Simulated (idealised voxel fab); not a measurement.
process module | voxel gate over fins
cross-section cut | 240 nm wide | cells 5 nm
A cross-section is a grid of square cells, given in bands from the top down. A band is one or more rows of cells.
Each band's line starts with the height of the band's top and of its bottom, in nm. Then come its materials from left to right, each with its width in nm. One material with "throughout" fills the band from edge to edge. "air" is empty space.
Height 0 is the level under which the wafer as received is all one material. The lowest band goes on downwards, as in "0 down".
A width such as "30 to 40" changes by the same amount from each row of cells to the next, from the band's top row to its bottom row.
"no change" after a step means that no cell of the cross-section changed.
closed voids: empty space of 8 cells or more with no open way to the top, each as width x height at its distance from the left edge, in nm
after a step's settings: what the simulator itself notes on the step
overlay nm, on a step with a mask: how far to the right of its planned place the mask lay; to the left if negative
plan
1 op RECEIVE | material Si
2 op CONFORMAL_DEP | material SiN | thk nm 5
3 op PATTERN | tone cover | mask id FINS | material resist | width nm 15 | pitch nm 55 | thk nm 20 | overlay nm 0
4 op DIRECTIONAL_ETCH | etch materials SiN | depth nm 5
5 op DIRECTIONAL_ETCH | etch materials Si | depth nm 35
6 op STRIP | etch materials resist
7 op OXIDIZE | depth nm 5
8 op FILL_DEP | material SiO2 | thk nm 15
9 op CMP | height nm 5
10 op MASKED_ETCH | tone open | mask id RAIL | width nm 15 | etch materials SiO2 | depth nm 35 | overlay nm 0
11 op CONFORMAL_DEP | material TiN | thk nm 5
12 op FILL_DEP | material Ru | thk nm 10
13 op CMP | height nm 5
14 op SELECTIVE_ETCH | etch materials W Ru TiN | depth nm 25
15 op FILL_DEP | material SiO2 | thk nm 5
16 op CMP | height nm 5
17 op SELECTIVE_ETCH | etch materials SiO2 | depth nm 15
18 op STRIP | etch materials SiN
19 op CONFORMAL_DEP | material HfO2 | thk nm 5
20 op CONFORMAL_DEP | material TiN | thk nm 5
21 op CONFORMAL_DEP | material TiAl | thk nm 5
22 op CONFORMAL_DEP | material TiN | thk nm 5
23 op FILL_DEP | material W | thk nm 10
24 op CMP | height nm 25
25 op CONFORMAL_DEP | material SiCN | thk nm 10
as received, after step 1
  0 down: Si throughout
  closed voids: none
a wafer at the end: this start, this plan, one mistake
  35 to 25: SiCN throughout
  25 to 20: W throughout
  20 to 15: TiN throughout
  15 to 10: TiAl throughout
  10 to 5: TiN 90 | TiAl 5 | TiN 50 | TiAl 5 | TiN 90
  5 to 0: HfO2 85 | TiN 5 | TiAl 5 | TiN 5 | HfO2 40 | TiN 5 | TiAl 5 | TiN 5 | HfO2 85
  0 to -5: Si 80 | HfO2 5 | TiN 15 | HfO2 5 | Si 30 | HfO2 5 | TiN 15 | HfO2 5 | Si 80
  -5 to -10: Si 80 | HfO2 25 | Si 30 | HfO2 25 | Si 80
  -10 to -40: Si 80 | SiO2 25 | Si 30 | SiO2 25 | Si 80
  -40 down: Si throughout
  closed voids: none
what went wrong: step 3 ran as: op PATTERN | tone open | mask id FINS | material resist | width nm 15 | pitch nm 55 | thk nm 20 | overlay nm 0
